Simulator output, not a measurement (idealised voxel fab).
Proc. module: voxel self aligned contacts
In the cross-section labelled cut, the width is 220 nm and each square cell is 5 nm.
Just so we're on the same page, the cross-sections are grids of square cells, and they're listed out in bands top to bottom, each band one or more rows deep.
Top, bottom (nm), then materials left to right with widths (nm); lone material tagged "everywhere" fills the whole band edge to edge; "blank" = empty space.
Ref level 0: as-received wafer is one material below here. Bottom band extends down with no lower bound ("0 and below").
So if you see something like "30..40" for the width, read it as the top row of the band sitting at the first number and the bottom row at the second, with every row in between moving by the same amount as the last.
It should be understood that the words "remains unaltered", when stated for a given step, signify that the cross-section underwent no change in any of its cells during that step.
In "Closed void list" the enclosed voids are listed, meaning empty spaces of 8 cells or larger without any opening to the top. The form is width x height at distance, distance from the left edge, units nm.
Where a step's line continues beyond its settings, the continuation is a remark by the simulator itself on that step.
overlay nm: mask offset rightward from planned place, masked step; negative means leftward offset.

[Set out below are the planned steps of the process]
1 RECEIVE: material Si
2 OXIDIZE: depth nm 5
3 DIRECTIONAL_DEP: material polySi, thk nm 20
4 DIRECTIONAL_DEP: material SiN, thk nm 15
5 PATTERN: tone cover, mask id GATE, material resist, width nm 25, pitch nm 50, thk nm 15, overlay nm 0
6 DIRECTIONAL_ETCH: etch materials SiN, depth nm 15
7 DIRECTIONAL_ETCH: etch materials polySi, depth nm 20
8 STRIP: etch materials resist
9 CONFORMAL_DEP: material SiN, thk nm 5
10 DIRECTIONAL_ETCH: etch materials SiN, depth nm 5
11 FILL_DEP: material SiO2, thk nm 10
12 CMP: height nm 40
13 PATTERN: tone open, mask id CONTACT, material resist, width nm 35, pitch nm 50, thk nm 15, overlay nm 0
14 DIRECTIONAL_ETCH: etch materials SiO2, depth nm 45
15 STRIP: etch materials resist
16 CONFORMAL_DEP: material TiN, thk nm 5
17 FILL_DEP: material Ru, thk nm 10
18 CMP: height nm 40
19 CONFORMAL_DEP: material SiCN, thk nm 5

[Of two wafers, the first: run according to plan]

[Cross-sectional view of the wafer in its as-received condition, corresponding to the state after step 1]
> 0 and below: Si everywhere
> Closed void list: none

[Wafer after step 2 (cross-section)]
> 0 down to -5: SiO2 everywhere
> No changes below -5.

[Wafer after step 3 (cross-section)]
> 20 down to 0: polySi everywhere
> No changes below 0.

[Wafer after step 4 (cross-section)]
> 35 down to 20: SiN everywhere
> No changes below 20.

[Wafer after step 5 (cross-section)]
> 50 down to 35: 45 blank, 25 resist, 25 blank, 25 resist, 25 blank, 25 resist, 50 blank
> No changes below 35.

[Wafer after step 6 (cross-section)]
> 50 down to 35: 45 blank, 25 resist, 25 blank, 25 resist, 25 blank, 25 resist, 50 blank
> 35 down to 20: 45 blank, 25 SiN, 25 blank, 25 SiN, 25 blank, 25 SiN, 50 blank
> No changes below 20.

[Wafer after step 7 (cross-section)]
> 50 down to 35: 45 blank, 25 resist, 25 blank, 25 resist, 25 blank, 25 resist, 50 blank
> 35 down to 20: 45 blank, 25 SiN, 25 blank, 25 SiN, 25 blank, 25 SiN, 50 blank
> 20 down to 0: 45 blank, 25 polySi, 25 blank, 25 polySi, 25 blank, 25 polySi, 50 blank
> No changes below 0.

[Wafer after step 8 (cross-section)]
> 35 down to 20: 45 blank, 25 SiN, 25 blank, 25 SiN, 25 blank, 25 SiN, 50 blank
> No changes below 20.

[Wafer after step 9 (cross-section)]
> 40 down to 20: 40 blank, 35 SiN, 15 blank, 35 SiN, 15 blank, 35 SiN, 45 blank
> 20 down to 5: 40 blank, 5 SiN, 25 polySi, 5 SiN, 15 blank, 5 SiN, 25 polySi, 5 SiN, 15 blank, 5 SiN, 25 polySi, 5 SiN, 45 blank
> 5 down to 0: 45 SiN, 25 polySi, 25 SiN, 25 polySi, 25 SiN, 25 polySi, 50 SiN
> No changes below 0.

[Wafer after step 10 (cross-section)]
> 35 down to 20: 40 blank, 35 SiN, 15 blank, 35 SiN, 15 blank, 35 SiN, 45 blank
> 20 down to 0: 40 blank, 5 SiN, 25 polySi, 5 SiN, 15 blank, 5 SiN, 25 polySi, 5 SiN, 15 blank, 5 SiN, 25 polySi, 5 SiN, 45 blank
> No changes below 0.

[Wafer after step 11 (cross-section)]
> 45 down to 35: SiO2 everywhere
> 35 down to 20: 40 SiO2, 35 SiN, 15 SiO2, 35 SiN, 15 SiO2, 35 SiN, 45 SiO2
> 20 down to 0: 40 SiO2, 5 SiN, 25 polySi, 5 SiN, 15 SiO2, 5 SiN, 25 polySi, 5 SiN, 15 SiO2, 5 SiN, 25 polySi, 5 SiN, 45 SiO2
> No changes below 0.

[Wafer after step 12 (cross-section)]
> 40 down to 35: SiO2 everywhere
> No changes below 35.

[Wafer after step 13 (cross-section)]
> 55 down to 40: 65 resist, 35 blank, 15 resist, 35 blank, 70 resist
> No changes below 40.

[Wafer after step 14 (cross-section)]
> 55 down to 40: 65 resist, 35 blank, 15 resist, 35 blank, 70 resist
> 40 down to 35: 65 SiO2, 35 blank, 15 SiO2, 35 blank, 70 SiO2
> 35 down to 20: 40 SiO2, 35 SiN, 15 blank, 35 SiN, 15 blank, 35 SiN, 45 SiO2
> 20 down to 0: 40 SiO2, 5 SiN, 25 polySi, 5 SiN, 15 blank, 5 SiN, 25 polySi, 5 SiN, 15 blank, 5 SiN, 25 polySi, 5 SiN, 45 SiO2
> 0 down to -5: 75 SiO2, 15 blank, 35 SiO2, 15 blank, 80 SiO2
> No changes below -5.

[Wafer after step 15 (cross-section)]
> 40 down to 35: 65 SiO2, 35 blank, 15 SiO2, 35 blank, 70 SiO2
> No changes below 35.

[Wafer after step 16 (cross-section)]
> 45 down to 40: 70 TiN, 25 blank, 25 TiN, 25 blank, 75 TiN
> 40 down to 35: 65 SiO2, 15 TiN, 5 blank, 15 TiN, 15 SiO2, 15 TiN, 5 blank, 15 TiN, 70 SiO2
> 35 down to 20: 40 SiO2, 35 SiN, 5 TiN, 5 blank, 5 TiN, 35 SiN, 5 TiN, 5 blank, 5 TiN, 35 SiN, 45 SiO2
> 20 down to 0: 40 SiO2, 5 SiN, 25 polySi, 5 SiN, 5 TiN, 5 blank, 5 TiN, 5 SiN, 25 polySi, 5 SiN, 5 TiN, 5 blank, 5 TiN, 5 SiN, 25 polySi, 5 SiN, 45 SiO2
> 0 down to -5: 75 SiO2, 15 TiN, 35 SiO2, 15 TiN, 80 SiO2
> No changes below -5.

[Wafer after step 17 (cross-section)]
> 55 down to 45: Ru everywhere
> 45 down to 40: 70 TiN, 25 Ru, 25 TiN, 25 Ru, 75 TiN
> 40 down to 35: 65 SiO2, 15 TiN, 5 Ru, 15 TiN, 15 SiO2, 15 TiN, 5 Ru, 15 TiN, 70 SiO2
> 35 down to 20: 40 SiO2, 35 SiN, 5 TiN, 5 Ru, 5 TiN, 35 SiN, 5 TiN, 5 Ru, 5 TiN, 35 SiN, 45 SiO2
> 20 down to 0: 40 SiO2, 5 SiN, 25 polySi, 5 SiN, 5 TiN, 5 Ru, 5 TiN, 5 SiN, 25 polySi, 5 SiN, 5 TiN, 5 Ru, 5 TiN, 5 SiN, 25 polySi, 5 SiN, 45 SiO2
> No changes below 0.

[Wafer after step 18 (cross-section)]
> 40 down to 35: 65 SiO2, 15 TiN, 5 Ru, 15 TiN, 15 SiO2, 15 TiN, 5 Ru, 15 TiN, 70 SiO2
> No changes below 35.

[Wafer after step 19 (cross-section)]
> 45 down to 40: SiCN everywhere
> No changes below 40.

[Wafer two of two - same starting point, same process plan, one mistake in execution; matches wafer one up to and including step 2]

[Look at the second wafer in cross-section at the time step 3 ought to have finished]
> 25 down to 0: polySi everywhere
> No changes below 0.

[Look at the second wafer in cross-section at the time step 4 ought to have finished]
> 40 down to 25: SiN everywhere
> No changes below 25.

[Look at the second wafer in cross-section at the time step 5 ought to have finished]
> 55 down to 40: 45 blank, 25 resist, 25 blank, 25 resist, 25 blank, 25 resist, 50 blank
> No changes below 40.

[Look at the second wafer in cross-section at the time step 6 ought to have finished]
> 55 down to 40: 45 blank, 25 resist, 25 blank, 25 resist, 25 blank, 25 resist, 50 blank
> 40 down to 25: 45 blank, 25 SiN, 25 blank, 25 SiN, 25 blank, 25 SiN, 50 blank
> No changes below 25.

[Look at the second wafer in cross-section at the time step 7 ought to have finished]
> 55 down to 40: 45 blank, 25 resist, 25 blank, 25 resist, 25 blank, 25 resist, 50 blank
> 40 down to 25: 45 blank, 25 SiN, 25 blank, 25 SiN, 25 blank, 25 SiN, 50 blank
> 25 down to 5: 45 blank, 25 polySi, 25 blank, 25 polySi, 25 blank, 25 polySi, 50 blank
> No changes below 5.

[Look at the second wafer in cross-section at the time step 8 ought to have finished]
> 40 down to 25: 45 blank, 25 SiN, 25 blank, 25 SiN, 25 blank, 25 SiN, 50 blank
> No changes below 25.

[Look at the second wafer in cross-section at the time step 9 ought to have finished]
> 45 down to 25: 40 blank, 35 SiN, 15 blank, 35 SiN, 15 blank, 35 SiN, 45 blank
> 25 down to 10: 40 blank, 5 SiN, 25 polySi, 5 SiN, 15 blank, 5 SiN, 25 polySi, 5 SiN, 15 blank, 5 SiN, 25 polySi, 5 SiN, 45 blank
> 10 down to 5: 45 SiN, 25 polySi, 25 SiN, 25 polySi, 25 SiN, 25 polySi, 50 SiN
> No changes below 5.

[Look at the second wafer in cross-section at the time step 10 ought to have finished]
> 40 down to 25: 40 blank, 35 SiN, 15 blank, 35 SiN, 15 blank, 35 SiN, 45 blank
> 25 down to 5: 40 blank, 5 SiN, 25 polySi, 5 SiN, 15 blank, 5 SiN, 25 polySi, 5 SiN, 15 blank, 5 SiN, 25 polySi, 5 SiN, 45 blank
> No changes below 5.

[Look at the second wafer in cross-section at the time step 11 ought to have finished]
> 50 down to 40: SiO2 everywhere
> 40 down to 25: 40 SiO2, 35 SiN, 15 SiO2, 35 SiN, 15 SiO2, 35 SiN, 45 SiO2
> 25 down to 5: 40 SiO2, 5 SiN, 25 polySi, 5 SiN, 15 SiO2, 5 SiN, 25 polySi, 5 SiN, 15 SiO2, 5 SiN, 25 polySi, 5 SiN, 45 SiO2
> No changes below 5.

[Look at the second wafer in cross-section at the time step 12 ought to have finished]
> 40 down to 25: 40 SiO2, 35 SiN, 15 SiO2, 35 SiN, 15 SiO2, 35 SiN, 45 SiO2
> No changes below 25.

[Look at the second wafer in cross-section at the time step 13 ought to have finished]
> 55 down to 40: 65 resist, 35 blank, 15 resist, 35 blank, 70 resist
> No changes below 40.

[Look at the second wafer in cross-section at the time step 14 ought to have finished]
> 55 down to 40: 65 resist, 35 blank, 15 resist, 35 blank, 70 resist
> 40 down to 25: 40 SiO2, 35 SiN, 15 blank, 35 SiN, 15 blank, 35 SiN, 45 SiO2
> 25 down to 5: 40 SiO2, 5 SiN, 25 polySi, 5 SiN, 15 blank, 5 SiN, 25 polySi, 5 SiN, 15 blank, 5 SiN, 25 polySi, 5 SiN, 45 SiO2
> No changes below 5.

[Look at the second wafer in cross-section at the time step 15 ought to have finished]
> 40 down to 25: 40 SiO2, 35 SiN, 15 blank, 35 SiN, 15 blank, 35 SiN, 45 SiO2
> No changes below 25.

[Look at the second wafer in cross-section at the time step 16 ought to have finished]
> 45 down to 40: 80 TiN, 5 blank, 45 TiN, 5 blank, 85 TiN
> 40 down to 25: 40 SiO2, 35 SiN, 5 TiN, 5 blank, 5 TiN, 35 SiN, 5 TiN, 5 blank, 5 TiN, 35 SiN, 45 SiO2
> 25 down to 10: 40 SiO2, 5 SiN, 25 polySi, 5 SiN, 5 TiN, 5 blank, 5 TiN, 5 SiN, 25 polySi, 5 SiN, 5 TiN, 5 blank, 5 TiN, 5 SiN, 25 polySi, 5 SiN, 45 SiO2
> 10 down to 5: 40 SiO2, 5 SiN, 25 polySi, 5 SiN, 15 TiN, 5 SiN, 25 polySi, 5 SiN, 15 TiN, 5 SiN, 25 polySi, 5 SiN, 45 SiO2
> No changes below 5.

[Look at the second wafer in cross-section at the time step 17 ought to have finished]
> 55 down to 45: Ru everywhere
> 45 down to 40: 80 TiN, 5 Ru, 45 TiN, 5 Ru, 85 TiN
> 40 down to 25: 40 SiO2, 35 SiN, 5 TiN, 5 Ru, 5 TiN, 35 SiN, 5 TiN, 5 Ru, 5 TiN, 35 SiN, 45 SiO2
> 25 down to 10: 40 SiO2, 5 SiN, 25 polySi, 5 SiN, 5 TiN, 5 Ru, 5 TiN, 5 SiN, 25 polySi, 5 SiN, 5 TiN, 5 Ru, 5 TiN, 5 SiN, 25 polySi, 5 SiN, 45 SiO2
> No changes below 10.

[Look at the second wafer in cross-section at the time step 18 ought to have finished]
> 40 down to 25: 40 SiO2, 35 SiN, 5 TiN, 5 Ru, 5 TiN, 35 SiN, 5 TiN, 5 Ru, 5 TiN, 35 SiN, 45 SiO2
> No changes below 25.

[Look at the second wafer in cross-section at the time step 19 ought to have finished]
> 45 down to 40: SiCN everywhere
> No changes below 40.
What went wrong in running the wafer? step 3 ran with different settings than intended, the actual operation and settings being DIRECTIONAL_DEP: material polySi, thk nm 25
The second wafer ends with more or fewer cells of some materials than the first, per final count: Ru: 4 fewer, SiO2: 24 fewer, TiN: 16 fewer, polySi: 44 more
